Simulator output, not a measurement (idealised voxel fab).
The document below concerns the process module designated voxel released beams.
Square cells of 5 nm make up the cross-section cut, whose width is 150 nm.
In this document a cross-section is written as a grid of square cells. It is given as a series of bands, listed from the top down, and a band is one or more rows of cells. Heads up on the band format: heights come first, top then bottom, in nm. After that it's the materials left to right, each with its width in nm. A single material flagged "throughout" fills the whole band edge to edge, and "air" means there's empty space there. The reference from which all heights are counted is 0, the level beneath which the as-received wafer is entirely one material; the lowest band, having no lower bound, proceeds downward and is written after the example "from 0 down". The two numbers in a width such as "30 to 40" mark its ends across the band: the first belongs to the top row of cells, the second to the bottom row, and from each row to the next the width moves by the same amount. Any step labelled "identical to before" changed none of the cells in the cross-section. For the entry "Enclosed void entries", the listed items are empty spaces with no open way to the top whose size is 8 cells or more; each item follows the pattern width x height at distance, where distance is from the left edge and all three are in nm. The remark found on a step's line after its settings is issued by the simulator itself and pertains to that step. overlay nm: for a step with a mask, the amount by which the mask lay right of where it was planned; a negative amount means left of it.

The planned process steps are enumerated hereunder:
1) op RECEIVE | material Si
2) op CONFORMAL_DEP | material Al2O3 | thk nm 5
3) op DIRECTIONAL_DEP | material SiO2 | thk nm 20
4) op DIRECTIONAL_DEP | material aC | thk nm 10
5) op PATTERN | tone open | mask id ANCHOR | material resist | width nm 40 | thk nm 30 | overlay nm 0
6) op DIRECTIONAL_ETCH | etch materials aC | depth nm 10
7) op STRIP | etch materials resist
8) op DIRECTIONAL_ETCH | etch materials SiO2 | depth nm 20
9) op STRIP | etch materials aC
10) op CONFORMAL_DEP | material polySi | thk nm 15
11) op PATTERN | tone cover | mask id BEAM | material resist | width nm 115 | thk nm 15 | overlay nm 0
12) op DIRECTIONAL_ETCH | etch materials polySi | depth nm 15
13) op STRIP | etch materials resist
14) op STRIP | etch materials SiO2

Wafer cross-section on receipt, i.e. after step 1:
- from 0 down = Si throughout
- Enclosed void entries: none

The plan above was carried out on the starting structure above with one mistake, and this cross-section shows the wafer at the end of the module:
- from 40 to 25 = air: 15  polySi: 115  air: 20
- from 25 to 20 = Al2O3 throughout
- from 20 to 0 = SiO2 throughout
- from 0 down = Si throughout
- Enclosed void entries: none
What was done differently from what was planned? steps 2 and 3 run out of order (swapped)
